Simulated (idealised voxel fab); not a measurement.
Process module heading - voxel gate over fins
Square cell edge 5 nm, section width 225 nm, ID cut.
Cross-section layout: square cells on a grid; listed as bands, top to bottom; a band spans one or more cell rows. Read a band's entry like this: the first values are the height of its top and the height of its bottom in nm, and what follows is the sequence of materials from left to right, each with its width in nm. Note that "blank" is empty space, and that a single material marked "everywhere" reaches across the band from edge to edge. A quick word on heights: they are counted from 0, and under that level the wafer as it came to us is one material throughout. The lowest band is different from the rest in having no bottom; it simply continues downward, written as in "0 nm and below". So if you see something like "30 to 40" for the width, read it as the top row of the band sitting at the first number and the bottom row at the second, with every row in between moving by the same amount as the last. No cell of the cross-section changed in a step that is given as "left unchanged". In the "Enclosed void catalog" entry, you get each enclosed empty space of 8 cells or more, one with no open way to the top, written width x height at distance, distance from the left edge, in nm. Heads up: the bit after the settings on a step's line is the simulator's remark on that step. For masked steps, "overlay nm" on the step line gives how far right of plan the mask actually lay; a minus sign means it lay to the left.
-- Listed below are the process steps as planned
1. RECEIVE, material Si
2. CONFORMAL_DEP, material SiN, thk nm 5
3. DIRECTIONAL_DEP, material aC, thk nm 15
4. PATTERN, tone cover, mask id FINS, material resist, width nm 15, pitch nm 40, thk nm 35, overlay nm 0
5. DIRECTIONAL_ETCH, etch materials aC, depth nm 15
6. STRIP, etch materials resist
7. DIRECTIONAL_ETCH, etch materials SiN, depth nm 5
8. DIRECTIONAL_ETCH, etch materials Si, depth nm 35
9. STRIP, etch materials aC
10. OXIDIZE, depth nm 5
11. FILL_DEP, material SiO2, thk nm 15
12. CMP, height nm 5
13. SELECTIVE_ETCH, etch materials SiO2, depth nm 15
14. STRIP, etch materials SiN
15. CONFORMAL_DEP, material HfO2, thk nm 5
16. CONFORMAL_DEP, material TiN, thk nm 5
17. CONFORMAL_DEP, material TiAl, thk nm 5
18. CONFORMAL_DEP, material TiN, thk nm 5
19. FILL_DEP, material W, thk nm 10
20. CMP, height nm 25
21. CONFORMAL_DEP, material SiCN, thk nm 5
-- Of two wafers, the first: run according to plan
-- Wafer cross-section on receipt, i.e. after step 1
    0 nm and below: Si everywhere
    Enclosed void catalog: none
-- Take a look at the wafer's cross-section after step 2
    5 nm to 0 nm: SiN everywhere
    For the remainder of the cross-section, below 0, there is no change.
-- Take a look at the wafer's cross-section after step 3
    20 nm to 5 nm: aC everywhere
    For the remainder of the cross-section, below 5, there is no change.
-- Take a look at the wafer's cross-section after step 4
    55 nm to 20 nm: blank 45, resist 15, blank 25, resist 15, blank 25, resist 15, blank 25, resist 15, blank 45
    For the remainder of the cross-section, below 20, there is no change.
-- Take a look at the wafer's cross-section after step 5
    40 nm to 20 nm: blank 45, resist 15, blank 25, resist 15, blank 25, resist 15, blank 25, resist 15, blank 45
    20 nm to 5 nm: blank 45, aC 15, blank 25, aC 15, blank 25, aC 15, blank 25, aC 15, blank 45
    For the remainder of the cross-section, below 5, there is no change.
-- Take a look at the wafer's cross-section after step 6
    20 nm to 5 nm: blank 45, aC 15, blank 25, aC 15, blank 25, aC 15, blank 25, aC 15, blank 45
    For the remainder of the cross-section, below 5, there is no change.
-- Take a look at the wafer's cross-section after step 7
    20 nm to 5 nm: blank 45, aC 15, blank 25, aC 15, blank 25, aC 15, blank 25, aC 15, blank 45
    5 nm to 0 nm: blank 45, SiN 15, blank 25, SiN 15, blank 25, SiN 15, blank 25, SiN 15, blank 45
    For the remainder of the cross-section, below 0, there is no change.
-- Take a look at the wafer's cross-section after step 8
    20 nm to 5 nm: blank 45, aC 15, blank 25, aC 15, blank 25, aC 15, blank 25, aC 15, blank 45
    5 nm to 0 nm: blank 45, SiN 15, blank 25, SiN 15, blank 25, SiN 15, blank 25, SiN 15, blank 45
    0 nm to -35 nm: blank 45, Si 15, blank 25, Si 15, blank 25, Si 15, blank 25, Si 15, blank 45
    For the remainder of the cross-section, below -35, there is no change.
-- Take a look at the wafer's cross-section after step 9
    5 nm to 0 nm: blank 45, SiN 15, blank 25, SiN 15, blank 25, SiN 15, blank 25, SiN 15, blank 45
    For the remainder of the cross-section, below 0, there is no change.
-- Take a look at the wafer's cross-section after step 10
    5 nm to 0 nm: blank 45, SiN 15, blank 25, SiN 15, blank 25, SiN 15, blank 25, SiN 15, blank 45
    0 nm to -35 nm: blank 45, SiO2 5, Si 5, SiO2 5, blank 25, SiO2 5, Si 5, SiO2 5, blank 25, SiO2 5, Si 5, SiO2 5, blank 25, SiO2 5, Si 5, SiO2 5, blank 45
    -35 nm to -40 nm: SiO2 50, Si 5, SiO2 35, Si 5, SiO2 35, Si 5, SiO2 35, Si 5, SiO2 50
    For the remainder of the cross-section, below -40, there is no change.
-- Take a look at the wafer's cross-section after step 11
    20 nm to 5 nm: SiO2 everywhere
    5 nm to 0 nm: SiO2 45, SiN 15, SiO2 25, SiN 15, SiO2 25, SiN 15, SiO2 25, SiN 15, SiO2 45
    0 nm to -40 nm: SiO2 50, Si 5, SiO2 35, Si 5, SiO2 35, Si 5, SiO2 35, Si 5, SiO2 50
    For the remainder of the cross-section, below -40, there is no change.
-- Take a look at the wafer's cross-section after step 12
    5 nm to 0 nm: SiO2 45, SiN 15, SiO2 25, SiN 15, SiO2 25, SiN 15, SiO2 25, SiN 15, SiO2 45
    For the remainder of the cross-section, below 0, there is no change.
-- Take a look at the wafer's cross-section after step 13
    5 nm to 0 nm: blank 45, SiN 15, blank 25, SiN 15, blank 25, SiN 15, blank 25, SiN 15, blank 45
    0 nm to -10 nm: blank 50, Si 5, blank 35, Si 5, blank 35, Si 5, blank 35, Si 5, blank 50
    For the remainder of the cross-section, below -10, there is no change.
-- Take a look at the wafer's cross-section after step 14
    0 nm to -10 nm: blank 50, Si 5, blank 35, Si 5, blank 35, Si 5, blank 35, Si 5, blank 50
    For the remainder of the cross-section, below -10, there is no change.
-- Take a look at the wafer's cross-section after step 15
    5 nm to 0 nm: blank 45, HfO2 15, blank 25, HfO2 15, blank 25, HfO2 15, blank 25, HfO2 15, blank 45
    0 nm to -5 nm: blank 45, HfO2 5, Si 5, HfO2 5, blank 25, HfO2 5, Si 5, HfO2 5, blank 25, HfO2 5, Si 5, HfO2 5, blank 25, HfO2 5, Si 5, HfO2 5, blank 45
    -5 nm to -10 nm: HfO2 50, Si 5, HfO2 35, Si 5, HfO2 35, Si 5, HfO2 35, Si 5, HfO2 50
    For the remainder of the cross-section, below -10, there is no change.
-- Take a look at the wafer's cross-section after step 16
    10 nm to 5 nm: blank 40, TiN 25, blank 15, TiN 25, blank 15, TiN 25, blank 15, TiN 25, blank 40
    5 nm to 0 nm: blank 40, TiN 5, HfO2 15, TiN 5, blank 15, TiN 5, HfO2 15, TiN 5, blank 15, TiN 5, HfO2 15, TiN 5, blank 15, TiN 5, HfO2 15, TiN 5, blank 40
    0 nm to -5 nm: TiN 45, HfO2 5, Si 5, HfO2 5, TiN 25, HfO2 5, Si 5, HfO2 5, TiN 25, HfO2 5, Si 5, HfO2 5, TiN 25, HfO2 5, Si 5, HfO2 5, TiN 45
    For the remainder of the cross-section, below -5, there is no change.
-- Take a look at the wafer's cross-section after step 17
    15 nm to 10 nm: blank 35, TiAl 35, blank 5, TiAl 35, blank 5, TiAl 35, blank 5, TiAl 35, blank 35
    10 nm to 5 nm: blank 35, TiAl 5, TiN 25, TiAl 5, blank 5, TiAl 5, TiN 25, TiAl 5, blank 5, TiAl 5, TiN 25, TiAl 5, blank 5, TiAl 5, TiN 25, TiAl 5, blank 35
    5 nm to 0 nm: TiAl 40, TiN 5, HfO2 15, TiN 5, TiAl 15, TiN 5, HfO2 15, TiN 5, TiAl 15, TiN 5, HfO2 15, TiN 5, TiAl 15, TiN 5, HfO2 15, TiN 5, TiAl 40
    For the remainder of the cross-section, below 0, there is no change.
-- Take a look at the wafer's cross-section after step 18
    20 nm to 15 nm: blank 30, TiN 165, blank 30
    15 nm to 10 nm: blank 30, TiN 5, TiAl 35, TiN 5, TiAl 35, TiN 5, TiAl 35, TiN 5, TiAl 35, TiN 5, blank 30
    10 nm to 5 nm: TiN 35, TiAl 5, TiN 25, TiAl 5, TiN 5, TiAl 5, TiN 25, TiAl 5, TiN 5, TiAl 5, TiN 25, TiAl 5, TiN 5, TiAl 5, TiN 25, TiAl 5, TiN 35
    For the remainder of the cross-section, below 5, there is no change.
-- Take a look at the wafer's cross-section after step 19
    30 nm to 20 nm: W everywhere
    20 nm to 15 nm: W 30, TiN 165, W 30
    15 nm to 10 nm: W 30, TiN 5, TiAl 35, TiN 5, TiAl 35, TiN 5, TiAl 35, TiN 5, TiAl 35, TiN 5, W 30
    For the remainder of the cross-section, below 10, there is no change.
-- Take a look at the wafer's cross-section after step 20
    25 nm to 20 nm: W everywhere
    For the remainder of the cross-section, below 20, there is no change.
-- Take a look at the wafer's cross-section after step 21
    30 nm to 25 nm: SiCN everywhere
    For the remainder of the cross-section, below 25, there is no change.
-- What follows concerns the second wafer, which started out like the first and was meant to follow the very same plan; one mistake crept in when it was run, but everything up to and including step 16 is the same as for the first wafer
The second wafer in cross-section, at the planned close of step 17: left unchanged
-- The second wafer in cross-section, at the planned close of step 18
    15 nm to 5 nm: blank 35, TiN 35, blank 5, TiN 35, blank 5, TiN 35, blank 5, TiN 35, blank 35
    5 nm to 0 nm: TiN 45, HfO2 15, TiN 25, HfO2 15, TiN 25, HfO2 15, TiN 25, HfO2 15, TiN 45
    For the remainder of the cross-section, below 0, there is no change.
-- The second wafer in cross-section, at the planned close of step 19
    25 nm to 15 nm: W everywhere
    15 nm to 5 nm: W 35, TiN 35, W 5, TiN 35, W 5, TiN 35, W 5, TiN 35, W 35
    For the remainder of the cross-section, below 5, there is no change.
The second wafer in cross-section, at the planned close of step 20: left unchanged
-- The second wafer in cross-section, at the planned close of step 21
    30 nm to 25 nm: SiCN everywhere
    For the remainder of the cross-section, below 25, there is no change.
Deviation from plan: yeah, step 17 of the plan got skipped, never ran
Final tally in cells, some materials are higher or lower on the second wafer than on the first: TiAl: 61 fewer, TiN: 6 more, W: 55 more
